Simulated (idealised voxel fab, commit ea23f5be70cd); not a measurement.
process module | voxel released beams
cross-section cut | 190 nm wide | cells 5 nm
A cross-section is a grid of square cells, given in bands from the top down. A band is one or more rows of cells.
Each band's line starts with the height of the band's top and of its bottom, in nm. Then come its materials from left to right, each with its width in nm. One material with "throughout" fills the band from edge to edge. "air" is empty space.
Height 0 is the level under which the wafer as received is all one material. The lowest band goes on downwards, as in "0 down".
A width such as "30 to 40" changes by the same amount from each row of cells to the next, from the band's top row to its bottom row.
"no change" after a step means that no cell of the cross-section changed.
closed voids: empty space of 8 cells or more with no open way to the top, each as width x height at its distance from the left edge, in nm
after a step's settings: what the simulator itself notes on the step
overlay nm, on a step with a mask: how far to the right of its planned place the mask lay; to the left if negative
plan
1 op RECEIVE | material Si
2 op CONFORMAL_DEP | material SiN | thk nm 5
3 op DIRECTIONAL_DEP | material SiO2 | thk nm 20
4 op PATTERN | tone open | mask id ANCHOR | material resist | width nm 45 | thk nm 15 | overlay nm 0
5 op DIRECTIONAL_ETCH | etch materials SiO2 | depth nm 20
6 op STRIP | etch materials resist
7 op CONFORMAL_DEP | material TiN | thk nm 15
8 op PATTERN | tone cover | mask id BEAM | material resist | width nm 130 | thk nm 15 | overlay nm 0
9 op DIRECTIONAL_ETCH | etch materials TiN | depth nm 15
10 op STRIP | etch materials resist
11 op STRIP | etch materials SiO2
as received, after step 1
  0 down: Si throughout
  closed voids: none
a wafer at the end: this start, this plan, one mistake
  40 to 25: SiN 45 | air 15 | SiN 130
  25 to 20: SiO2 30 | SiN 15 | air 15 | SiN 15 | SiO2 115
  20 to 5: SiO2 30 | SiN 45 | SiO2 115
  5 to 0: SiN throughout
  0 down: Si throughout
  closed voids: none
what went wrong: step 7 ran as: op CONFORMAL_DEP | material SiN | thk nm 15
